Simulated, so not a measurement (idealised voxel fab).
Documented hereafter: the process module known as voxel self aligned contacts.
Each square cell in cross-section cut measures 5 nm, and the section as a whole is 295 nm wide.
Throughout this document, each cross-section is represented as a grid of square cells and is presented as a sequence of bands enumerated from the top downward, where a band comprises one or more rows of cells.
First you get the band's top height and its bottom height, in nm, and then the materials it's made of, left to right, with each width in nm. If you see a single material with "full width", that one covers the band edge to edge. "empty" is empty space.
Where do heights start? At 0: under that level the wafer as delivered is made of one material only. And the lowest band has no floor; it just carries on downward, as in "0 -> down".
The two numbers in a width such as "30 to 40" mark its ends across the band: the first belongs to the top row of cells, the second to the bottom row, and from each row to the next the width moves by the same amount.
Step marked "nothing different"? Then no cell in the cross-section changed in it.
Listed in "Closed internal voids": every empty space of 8 or more cells without an open way to the top. Form: width x height at distance, the distance being from the left edge, all in nm.
Where a step's line continues beyond its settings, the continuation is a remark by the simulator itself on that step.
overlay nm: right-of-plan distance of the mask on a masked step; negative values mean left-of-plan.
Steps in the process plan:
1,RECEIVE,material Si
2,CONFORMAL_DEP,material SiO2,thk nm 5
3,DIRECTIONAL_DEP,material polySi,thk nm 20
4,DIRECTIONAL_DEP,material SiN,thk nm 20
5,DIRECTIONAL_DEP,material aC,thk nm 10
6,PATTERN,tone cover,mask id GATE,material resist,width nm 30,pitch nm 75,thk nm 25,overlay nm 0
7,DIRECTIONAL_ETCH,etch materials aC,depth nm 10
8,STRIP,etch materials resist
9,DIRECTIONAL_ETCH,etch materials SiN,depth nm 20
10,DIRECTIONAL_ETCH,etch materials polySi,depth nm 20
11,STRIP,etch materials aC
12,CONFORMAL_DEP,material SiN,thk nm 10
13,DIRECTIONAL_ETCH,etch materials SiN,depth nm 10
14,FILL_DEP,material SiO2,thk nm 20
15,CMP,height nm 55
16,DIRECTIONAL_DEP,material aC,thk nm 15
17,PATTERN,tone open,mask id CONTACT,material resist,width nm 55,thk nm 30,overlay nm 0
18,DIRECTIONAL_ETCH,etch materials aC,depth nm 15
19,STRIP,etch materials resist
20,DIRECTIONAL_ETCH,etch materials SiO2,depth nm 55
21,STRIP,etch materials aC
22,CONFORMAL_DEP,material TiN,thk nm 5
23,FILL_DEP,material W,thk nm 5
24,CMP,height nm 55
25,CONFORMAL_DEP,material SiN,thk nm 5
What follows covers the first of two wafers; it ran as planned:
As-received state of the wafer in cross-section, equivalent to post-step 1:
0 -> down  Si full width
Closed internal voids: none
Cross-sectional representation of the wafer at the conclusion of step 2:
5 -> 0  SiO2 full width
Below 0, no change.
Cross-sectional representation of the wafer at the conclusion of step 3:
25 -> 5  polySi full width
Below 5, no change.
Cross-sectional representation of the wafer at the conclusion of step 4:
45 -> 25  SiN full width
Below 25, no change.
Cross-sectional representation of the wafer at the conclusion of step 5:
55 -> 45  aC full width
Below 45, no change.
Cross-sectional representation of the wafer at the conclusion of step 6:
80 -> 55  95 of empty, 30 of resist, 45 of empty, 30 of resist, 95 of empty
Below 55, no change.
Cross-sectional representation of the wafer at the conclusion of step 7:
70 -> 55  95 of empty, 30 of resist, 45 of empty, 30 of resist, 95 of empty
55 -> 45  95 of empty, 30 of aC, 45 of empty, 30 of aC, 95 of empty
Below 45, no change.
Cross-sectional representation of the wafer at the conclusion of step 8:
55 -> 45  95 of empty, 30 of aC, 45 of empty, 30 of aC, 95 of empty
Below 45, no change.
Cross-sectional representation of the wafer at the conclusion of step 9:
55 -> 45  95 of empty, 30 of aC, 45 of empty, 30 of aC, 95 of empty
45 -> 25  95 of empty, 30 of SiN, 45 of empty, 30 of SiN, 95 of empty
Below 25, no change.
Cross-sectional representation of the wafer at the conclusion of step 10:
55 -> 45  95 of empty, 30 of aC, 45 of empty, 30 of aC, 95 of empty
45 -> 25  95 of empty, 30 of SiN, 45 of empty, 30 of SiN, 95 of empty
25 -> 5  95 of empty, 30 of polySi, 45 of empty, 30 of polySi, 95 of empty
Below 5, no change.
Cross-sectional representation of the wafer at the conclusion of step 11:
45 -> 25  95 of empty, 30 of SiN, 45 of empty, 30 of SiN, 95 of empty
Below 25, no change.
Cross-sectional representation of the wafer at the conclusion of step 12:
55 -> 25  85 of empty, 50 of SiN, 25 of empty, 50 of SiN, 85 of empty
25 -> 15  85 of empty, 10 of SiN, 30 of polySi, 10 of SiN, 25 of empty, 10 of SiN, 30 of polySi, 10 of SiN, 85 of empty
15 -> 5  95 of SiN, 30 of polySi, 45 of SiN, 30 of polySi, 95 of SiN
Below 5, no change.
Cross-sectional representation of the wafer at the conclusion of step 13:
45 -> 25  85 of empty, 50 of SiN, 25 of empty, 50 of SiN, 85 of empty
25 -> 5  85 of empty, 10 of SiN, 30 of polySi, 10 of SiN, 25 of empty, 10 of SiN, 30 of polySi, 10 of SiN, 85 of empty
Below 5, no change.
Cross-sectional representation of the wafer at the conclusion of step 14:
65 -> 45  SiO2 full width
45 -> 25  85 of SiO2, 50 of SiN, 25 of SiO2, 50 of SiN, 85 of SiO2
25 -> 5  85 of SiO2, 10 of SiN, 30 of polySi, 10 of SiN, 25 of SiO2, 10 of SiN, 30 of polySi, 10 of SiN, 85 of SiO2
Below 5, no change.
Cross-sectional representation of the wafer at the conclusion of step 15:
55 -> 45  SiO2 full width
Below 45, no change.
Cross-sectional representation of the wafer at the conclusion of step 16:
70 -> 55  aC full width
Below 55, no change.
Cross-sectional representation of the wafer at the conclusion of step 17:
100 -> 70  120 of resist, 55 of empty, 120 of resist
Below 70, no change.
Cross-sectional representation of the wafer at the conclusion of step 18:
85 -> 70  120 of resist, 55 of empty, 120 of resist
70 -> 55  120 of aC, 55 of empty, 120 of aC
Below 55, no change.
Cross-sectional representation of the wafer at the conclusion of step 19:
70 -> 55  120 of aC, 55 of empty, 120 of aC
Below 55, no change.
Cross-sectional representation of the wafer at the conclusion of step 20:
70 -> 55  120 of aC, 55 of empty, 120 of aC
55 -> 45  120 of SiO2, 55 of empty, 120 of SiO2
45 -> 25  85 of SiO2, 50 of SiN, 25 of empty, 50 of SiN, 85 of SiO2
25 -> 5  85 of SiO2, 10 of SiN, 30 of polySi, 10 of SiN, 25 of empty, 10 of SiN, 30 of polySi, 10 of SiN, 85 of SiO2
5 -> 0  135 of SiO2, 25 of empty, 135 of SiO2
Below 0, no change.
Cross-sectional representation of the wafer at the conclusion of step 21:
55 -> 45  120 of SiO2, 55 of empty, 120 of SiO2
Below 45, no change.
Cross-sectional representation of the wafer at the conclusion of step 22:
60 -> 55  125 of TiN, 45 of empty, 125 of TiN
55 -> 45  120 of SiO2, 5 to 20 of TiN, 45 to 15 of empty, 5 to 20 of TiN, 120 of SiO2
45 -> 25  85 of SiO2, 50 of SiN, 5 of TiN, 15 of empty, 5 of TiN, 50 of SiN, 85 of SiO2
25 -> 5  85 of SiO2, 10 of SiN, 30 of polySi, 10 of SiN, 5 of TiN, 15 of empty, 5 of TiN, 10 of SiN, 30 of polySi, 10 of SiN, 85 of SiO2
5 -> 0  135 of SiO2, 25 of TiN, 135 of SiO2
Below 0, no change.
Cross-sectional representation of the wafer at the conclusion of step 23:
65 -> 60  W full width
60 -> 55  125 of TiN, 45 of W, 125 of TiN
55 -> 45  120 of SiO2, 5 to 20 of TiN, 45 to 15 of W, 5 to 20 of TiN, 120 of SiO2
45 -> 25  85 of SiO2, 50 of SiN, 5 of TiN, 15 of W, 5 of TiN, 50 of SiN, 85 of SiO2
25 -> 5  85 of SiO2, 10 of SiN, 30 of polySi, 10 of SiN, 5 of TiN, 15 of W, 5 of TiN, 10 of SiN, 30 of polySi, 10 of SiN, 85 of SiO2
Below 5, no change.
Cross-sectional representation of the wafer at the conclusion of step 24:
55 -> 45  120 of SiO2, 5 to 20 of TiN, 45 to 15 of W, 5 to 20 of TiN, 120 of SiO2
Below 45, no change.
Cross-sectional representation of the wafer at the conclusion of step 25:
60 -> 55  SiN full width
Below 55, no change.
The second wafer: identical to the first at the outset and in its planned sequence, differing only in that one mistake was made during processing; up to and including step 3, its path is the first wafer's path:
Cross-section: second wafer, time at which step 4 was scheduled to end:
65 -> 25  SiN full width
Below 25, no change.
Cross-section: second wafer, time at which step 5 was scheduled to end:
75 -> 65  aC full width
Below 65, no change.
Cross-section: second wafer, time at which step 6 was scheduled to end:
100 -> 75  95 of empty, 30 of resist, 45 of empty, 30 of resist, 95 of empty
Below 75, no change.
Cross-section: second wafer, time at which step 7 was scheduled to end:
90 -> 75  95 of empty, 30 of resist, 45 of empty, 30 of resist, 95 of empty
75 -> 65  95 of empty, 30 of aC, 45 of empty, 30 of aC, 95 of empty
Below 65, no change.
Cross-section: second wafer, time at which step 8 was scheduled to end:
75 -> 65  95 of empty, 30 of aC, 45 of empty, 30 of aC, 95 of empty
Below 65, no change.
Cross-section: second wafer, time at which step 9 was scheduled to end:
75 -> 65  95 of empty, 30 of aC, 45 of empty, 30 of aC, 95 of empty
65 -> 45  95 of empty, 30 of SiN, 45 of empty, 30 of SiN, 95 of empty
Below 45, no change.
Cross-section: second wafer, time at which step 10 was scheduled to end: nothing different
Cross-section: second wafer, time at which step 11 was scheduled to end:
65 -> 45  95 of empty, 30 of SiN, 45 of empty, 30 of SiN, 95 of empty
Below 45, no change.
Cross-section: second wafer, time at which step 12 was scheduled to end:
75 -> 55  85 of empty, 50 of SiN, 25 of empty, 50 of SiN, 85 of empty
55 -> 25  SiN full width
Below 25, no change.
Cross-section: second wafer, time at which step 13 was scheduled to end:
65 -> 45  85 of empty, 50 of SiN, 25 of empty, 50 of SiN, 85 of empty
Below 45, no change.
Cross-section: second wafer, time at which step 14 was scheduled to end:
85 -> 65  SiO2 full width
65 -> 45  85 of SiO2, 50 of SiN, 25 of SiO2, 50 of SiN, 85 of SiO2
Below 45, no change.
Cross-section: second wafer, time at which step 15 was scheduled to end:
55 -> 45  85 of SiO2, 50 of SiN, 25 of SiO2, 50 of SiN, 85 of SiO2
Below 45, no change.
Cross-section: second wafer, time at which step 16 was scheduled to end:
70 -> 55  aC full width
Below 55, no change.
Cross-section: second wafer, time at which step 17 was scheduled to end:
100 -> 70  120 of resist, 55 of empty, 120 of resist
Below 70, no change.
Cross-section: second wafer, time at which step 18 was scheduled to end:
85 -> 70  120 of resist, 55 of empty, 120 of resist
70 -> 55  120 of aC, 55 of empty, 120 of aC
Below 55, no change.
Cross-section: second wafer, time at which step 19 was scheduled to end:
70 -> 55  120 of aC, 55 of empty, 120 of aC
Below 55, no change.
Cross-section: second wafer, time at which step 20 was scheduled to end:
70 -> 55  120 of aC, 55 of empty, 120 of aC
55 -> 45  85 of SiO2, 50 of SiN, 25 of empty, 50 of SiN, 85 of SiO2
Below 45, no change.
Cross-section: second wafer, time at which step 21 was scheduled to end:
55 -> 45  85 of SiO2, 50 of SiN, 25 of empty, 50 of SiN, 85 of SiO2
Below 45, no change.
Cross-section: second wafer, time at which step 22 was scheduled to end:
60 -> 55  140 of TiN, 15 of empty, 140 of TiN
55 -> 50  85 of SiO2, 50 of SiN, 5 of TiN, 15 of empty, 5 of TiN, 50 of SiN, 85 of SiO2
50 -> 45  85 of SiO2, 50 of SiN, 25 of TiN, 50 of SiN, 85 of SiO2
Below 45, no change.
Cross-section: second wafer, time at which step 23 was scheduled to end:
65 -> 60  W full width
60 -> 55  140 of TiN, 15 of W, 140 of TiN
55 -> 50  85 of SiO2, 50 of SiN, 5 of TiN, 15 of W, 5 of TiN, 50 of SiN, 85 of SiO2
Below 50, no change.
Cross-section: second wafer, time at which step 24 was scheduled to end:
55 -> 50  85 of SiO2, 50 of SiN, 5 of TiN, 15 of W, 5 of TiN, 50 of SiN, 85 of SiO2
Below 50, no change.
Cross-section: second wafer, time at which step 25 was scheduled to end:
60 -> 55  SiN full width
Below 55, no change.
So what did we get wrong on this run? plan step 4 was conducted twice
The second wafer ends with more or fewer cells of some materials than the first, per final count: 164 more of SiN, 295 fewer of SiO2, 24 fewer of TiN, 33 fewer of W, 188 more of polySi
